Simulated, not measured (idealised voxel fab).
Process module, titled voxel released beams
The cross-section on display is named cut; it measures 260 nm wide, and its cells are 5 nm squares.
For the purposes of this document, a cross-section shall be understood as a grid of square cells, specified as bands listed in top-to-bottom order, each band consisting of one or more rows of cells. Per band: top height and bottom height in nm, followed by the left-to-right materials and their widths in nm; "everywhere" marks a single material spanning edge to edge, "blank" marks empty space. Height datum 0, below which the as-received substrate wafer is one material. Lowest band open at the bottom, running downward: "0 nm and below". Quick explanation for "30->40": the width changes in equal steps down the rows of cells, from the first number in the band's top row to the second number in its bottom row. Step marked "remains unaltered"? Then no cell in the cross-section changed in it. Basically, "Closed void inventory" tells you about the enclosed voids: empty spaces with no open way to the top, 8 cells or bigger, each written width x height at distance, where distance is from the left edge, all in nm. It should be noted that, on the line of a given step, the content following the step's settings is a remark produced by the simulator itself with respect to that step. Regarding "overlay nm": on a step with a mask, it is the distance the mask lay to the right of its planned place; a negative value places it to the left.

Steps planned for the process
1,RECEIVE | material Si
2,CONFORMAL_DEP | material Al2O3 | thk nm 5
3,DIRECTIONAL_DEP | material SiO2 | thk nm 15
4,DIRECTIONAL_DEP | material aC | thk nm 10
5,PATTERN | tone open | mask id ANCHOR | material resist | width nm 45 | thk nm 30 | overlay nm 0
6,DIRECTIONAL_ETCH | etch materials aC | depth nm 10
7,STRIP | etch materials resist
8,DIRECTIONAL_ETCH | etch materials SiO2 | depth nm 15
9,STRIP | etch materials aC
10,CONFORMAL_DEP | material SiN | thk nm 15
11,DIRECTIONAL_DEP | material aC | thk nm 10
12,PATTERN | tone cover | mask id BEAM | material resist | width nm 120 | thk nm 30 | overlay nm 0
13,DIRECTIONAL_ETCH | etch materials aC | depth nm 10
14,STRIP | etch materials resist
15,DIRECTIONAL_ETCH | etch materials SiN | depth nm 15
16,STRIP | etch materials aC
17,STRIP | etch materials SiO2

Cross-sectional view of the wafer in its as-received condition, corresponding to the state after step 1
* 0 nm and below | Si everywhere
* Closed void inventory: none

Look at the cross-section after the module: the wafer started out the way shown above and the plan was the one shown above, yet one mistake was made along the way
* 45 nm to 30 nm | 65 of blank / 20 of SiN / 15 of blank / 85 of SiN / 75 of blank
* 30 nm to 15 nm | 70 of blank / 45 of SiN / 145 of blank
* 15 nm to 0 nm | Al2O3 everywhere
* 0 nm and below | Si everywhere
* Closed void inventory: none
Deviation from plan: so step 2 ended up running with a different setting than we planned, it ran as CONFORMAL_DEP | material Al2O3 | thk nm 15
